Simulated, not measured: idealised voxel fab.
A process module follows: voxel self aligned vias.
FYI the section here is cut, 250 nm wide, cells are 5 nm squares.
Each cross-section below is a grid of square cells, stated as bands in top-down order, with one or more rows of cells making up each band. In this notation a band is specified by the heights of its top and bottom, in that order and in nm, after which its materials appear from left to right, each paired with its width in nm. The word "everywhere" attached to a single material means that material fills the band from edge to edge; the word "empty" stands for empty space. Heights are reckoned from 0. Under this level, the received wafer is all of one material. The bottommost band is open-ended downward, for example "0 nm and below". The expression "30->40" gives the width at the extremes of the band, the first number at its top row of cells and the second at its bottom row, with the width changing by equal amounts from each row to the next in between. "no alteration" after a step means that no cell of the cross-section changed. You'll see "Voids, enclosed" listing empty spaces that have no way open to the top, as long as they're 8 cells or more; the notation is width x height at distance, where the distance is from the left edge, and all of it is in nm. Step line, after settings: the simulator's comment on this step. If you see "overlay nm" on a step's line and that step has a mask, it's telling you how far right of where it was planned the mask ended up; a negative number means it went left instead.

**The planned process steps are enumerated hereunder**
step 1: RECEIVE with material Si
step 2: CONFORMAL_DEP with material SiO2, thk nm 15
step 3: CONFORMAL_DEP with material SiCN, thk nm 5
step 4: DIRECTIONAL_DEP with material SiO2, thk nm 30
step 5: PATTERN with tone open, mask id LINES, material resist, width nm 30, pitch nm 65, thk nm 15, overlay nm 0
step 6: DIRECTIONAL_ETCH with etch materials SiO2, depth nm 30
step 7: STRIP with etch materials resist
step 8: CONFORMAL_DEP with material TiN, thk nm 5
step 9: FILL_DEP with material Ru, thk nm 5
step 10: CMP with height nm 50
step 11: SELECTIVE_ETCH with etch materials W Ru TiN, depth nm 5
step 12: FILL_DEP with material SiN, thk nm 10
step 13: CMP with height nm 50
step 14: DIRECTIONAL_DEP with material SiO2, thk nm 15
step 15: MASKED_ETCH with tone open, mask id VIAS, width nm 50, pitch nm 65, etch materials SiO2, depth nm 15, overlay nm 0
step 16: MASKED_ETCH with tone open, mask id VIAS, width nm 50, pitch nm 65, etch materials SiN, depth nm 5, overlay nm 0
step 17: CONFORMAL_DEP with material TiN, thk nm 5
step 18: FILL_DEP with material W, thk nm 10
step 19: CMP with height nm 65
step 20: CONFORMAL_DEP with material SiN, thk nm 5

**Wafer, first of two, run as planned**

**Incoming wafer in cross-section (state: after step 1)**
* 0 nm and below: Si everywhere
* Voids, enclosed: none

**Upon completion of step 2, the wafer appears in cross-section as shown**
* 15 nm to 0 nm: SiO2 everywhere
* Unchanged below 0.

**Upon completion of step 3, the wafer appears in cross-section as shown**
* 20 nm to 15 nm: SiCN everywhere
* Unchanged below 15.

**Upon completion of step 4, the wafer appears in cross-section as shown**
* 50 nm to 20 nm: SiO2 everywhere
* Unchanged below 20.

**Upon completion of step 5, the wafer appears in cross-section as shown**
* 65 nm to 50 nm: resist 75; empty 30; resist 35; empty 30; resist 80
* Unchanged below 50.

**Upon completion of step 6, the wafer appears in cross-section as shown**
* 65 nm to 50 nm: resist 75; empty 30; resist 35; empty 30; resist 80
* 50 nm to 20 nm: SiO2 75; empty 30; SiO2 35; empty 30; SiO2 80
* Unchanged below 20.

**Upon completion of step 7, the wafer appears in cross-section as shown**
* 50 nm to 20 nm: SiO2 75; empty 30; SiO2 35; empty 30; SiO2 80
* Unchanged below 20.

**Upon completion of step 8, the wafer appears in cross-section as shown**
* 55 nm to 50 nm: TiN 80; empty 20; TiN 45; empty 20; TiN 85
* 50 nm to 25 nm: SiO2 75; TiN 5; empty 20; TiN 5; SiO2 35; TiN 5; empty 20; TiN 5; SiO2 80
* 25 nm to 20 nm: SiO2 75; TiN 30; SiO2 35; TiN 30; SiO2 80
* Unchanged below 20.

**Upon completion of step 9, the wafer appears in cross-section as shown**
* 60 nm to 55 nm: Ru everywhere
* 55 nm to 50 nm: TiN 80; Ru 20; TiN 45; Ru 20; TiN 85
* 50 nm to 25 nm: SiO2 75; TiN 5; Ru 20; TiN 5; SiO2 35; TiN 5; Ru 20; TiN 5; SiO2 80
* Unchanged below 25.

**Upon completion of step 10, the wafer appears in cross-section as shown**
* 50 nm to 25 nm: SiO2 75; TiN 5; Ru 20; TiN 5; SiO2 35; TiN 5; Ru 20; TiN 5; SiO2 80
* Unchanged below 25.

**Upon completion of step 11, the wafer appears in cross-section as shown**
* 50 nm to 45 nm: SiO2 75; empty 30; SiO2 35; empty 30; SiO2 80
* Unchanged below 45.

**Upon completion of step 12, the wafer appears in cross-section as shown**
* 60 nm to 50 nm: SiN everywhere
* 50 nm to 45 nm: SiO2 75; SiN 30; SiO2 35; SiN 30; SiO2 80
* Unchanged below 45.

**Upon completion of step 13, the wafer appears in cross-section as shown**
* 50 nm to 45 nm: SiO2 75; SiN 30; SiO2 35; SiN 30; SiO2 80
* Unchanged below 45.

**Upon completion of step 14, the wafer appears in cross-section as shown**
* 65 nm to 50 nm: SiO2 everywhere
* Unchanged below 50.

**Upon completion of step 15, the wafer appears in cross-section as shown**
* 65 nm to 50 nm: SiO2 65; empty 50; SiO2 15; empty 50; SiO2 70
* Unchanged below 50.

**Upon completion of step 16, the wafer appears in cross-section as shown**
* 65 nm to 50 nm: SiO2 65; empty 50; SiO2 15; empty 50; SiO2 70
* 50 nm to 45 nm: SiO2 75; empty 30; SiO2 35; empty 30; SiO2 80
* Unchanged below 45.

**Upon completion of step 17, the wafer appears in cross-section as shown**
* 70 nm to 65 nm: TiN 70; empty 40; TiN 25; empty 40; TiN 75
* 65 nm to 55 nm: SiO2 65; TiN 5; empty 40; TiN 5; SiO2 15; TiN 5; empty 40; TiN 5; SiO2 70
* 55 nm to 50 nm: SiO2 65; TiN 15; empty 20; TiN 15; SiO2 15; TiN 15; empty 20; TiN 15; SiO2 70
* 50 nm to 45 nm: SiO2 75; TiN 30; SiO2 35; TiN 30; SiO2 80
* Unchanged below 45.

**Upon completion of step 18, the wafer appears in cross-section as shown**
* 80 nm to 70 nm: W everywhere
* 70 nm to 65 nm: TiN 70; W 40; TiN 25; W 40; TiN 75
* 65 nm to 55 nm: SiO2 65; TiN 5; W 40; TiN 5; SiO2 15; TiN 5; W 40; TiN 5; SiO2 70
* 55 nm to 50 nm: SiO2 65; TiN 15; W 20; TiN 15; SiO2 15; TiN 15; W 20; TiN 15; SiO2 70
* Unchanged below 50.

**Upon completion of step 19, the wafer appears in cross-section as shown**
* 65 nm to 55 nm: SiO2 65; TiN 5; W 40; TiN 5; SiO2 15; TiN 5; W 40; TiN 5; SiO2 70
* Unchanged below 55.

**Upon completion of step 20, the wafer appears in cross-section as shown**
* 70 nm to 65 nm: SiN everywhere
* Unchanged below 65.

**It is to be noted that the second wafer proceeded from the same initial state and according to the same plan as the first, although one mistake was committed in its execution; through step 18, inclusive, the two wafers share an identical history**

Second wafer, cut view, end of step 19 per plan: no alteration

**Second wafer, cut view, end of step 20 per plan**
* 85 nm to 80 nm: SiN everywhere
* Unchanged below 80.
Short version of what went wrong: step 19 of the plan was excluded from execution and never run
FYI, end of process, the second wafer has more or fewer cells of some materials than the first: TiN +34, W +116
